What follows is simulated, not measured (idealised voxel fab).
process module | voxel trench capacitor
The cross-section shown here is cut; it is 140 nm wide and divided into square cells measuring 5 nm on a side.
In this document a cross-section is written as a grid of square cells. It is given as a series of bands, listed from the top down, and a band is one or more rows of cells.
Basically the band line says how high the top is and how high the bottom is, in nm, and then what's in it from left to right, every material with its width in nm. Empty space shows up as "air", and if a single material carries "full width" it runs the full band edge to edge.
A quick word on heights: they are counted from 0, and under that level the wafer as it came to us is one material throughout. The lowest band is different from the rest in having no bottom; it simply continues downward, written as in "0..down".
Read "30 to 40" as a graded width: first number on top, second number at the bottom, same change between each pair of neighbouring rows.
No cell of the cross-section changed in a step that is given as "same as before".
If an empty space has no open way to the top and is at least 8 cells in size, "Tabulated closed voids" lists it, written width x height at distance, where distance is measured from the left edge and every value is in nm.
Note: text after step settings on the step line = simulator remark on that step.
What "overlay nm" on a step's line means: if the step has a mask, that mask lay this far to the right of its planned place, or, when the value is negative, to the left.
So here's the lineup of process steps we planned
1: RECEIVE, material Si
2: CONFORMAL_DEP, material SiN, thk nm 10
3: PATTERN, tone open, mask id TRENCH, material resist, width nm 30, pitch nm 55, thk nm 20, overlay nm 0
4: DIRECTIONAL_ETCH, etch materials SiN, depth nm 10
5: DIRECTIONAL_ETCH, etch materials Si, depth nm 35
6: STRIP, etch materials resist
7: CONFORMAL_DEP, material HfO2, thk nm 5
8: CONFORMAL_DEP, material TiN, thk nm 5
9: FILL_DEP, material W, thk nm 10
10: CMP, height nm 10
As-received state of the wafer in cross-section, equivalent to post-step 1
0..down = Si full width
Tabulated closed voids: none
Module complete - cross-section of the first of two wafers, run according to plan
10..0 = SiN: 25 | HfO2: 5 | TiN: 5 | W: 10 | TiN: 5 | HfO2: 5 | SiN: 25 | HfO2: 5 | TiN: 5 | W: 10 | TiN: 5 | HfO2: 5 | SiN: 30
0..-25 = Si: 25 | HfO2: 5 | TiN: 5 | W: 10 | TiN: 5 | HfO2: 5 | Si: 25 | HfO2: 5 | TiN: 5 | W: 10 | TiN: 5 | HfO2: 5 | Si: 30
-25..-30 = Si: 25 | HfO2: 5 | TiN: 20 | HfO2: 5 | Si: 25 | HfO2: 5 | TiN: 20 | HfO2: 5 | Si: 30
-30..-35 = Si: 25 | HfO2: 30 | Si: 25 | HfO2: 30 | Si: 30
-35..down = Si full width
Tabulated closed voids: none
This cross-section belongs to the second wafer of two at the end of the module; the start and the plan were shared with the first, and the run included one mistake
10..0 = SiN: 25 | TiN: 5 | HfO2: 5 | W: 10 | HfO2: 5 | TiN: 5 | SiN: 25 | TiN: 5 | HfO2: 5 | W: 10 | HfO2: 5 | TiN: 5 | SiN: 30
0..-25 = Si: 25 | TiN: 5 | HfO2: 5 | W: 10 | HfO2: 5 | TiN: 5 | Si: 25 | TiN: 5 | HfO2: 5 | W: 10 | HfO2: 5 | TiN: 5 | Si: 30
-25..-30 = Si: 25 | TiN: 5 | HfO2: 20 | TiN: 5 | Si: 25 | TiN: 5 | HfO2: 20 | TiN: 5 | Si: 30
-30..-35 = Si: 25 | TiN: 30 | Si: 25 | TiN: 30 | Si: 30
-35..down = Si full width
Tabulated closed voids: none
Want to know what went wrong? steps 7 and 8: order swapped relative to plan
The closing comparison, in cells, has the second wafer with more or fewer of some materials than the first: HfO2: 8 fewer, TiN: 8 more
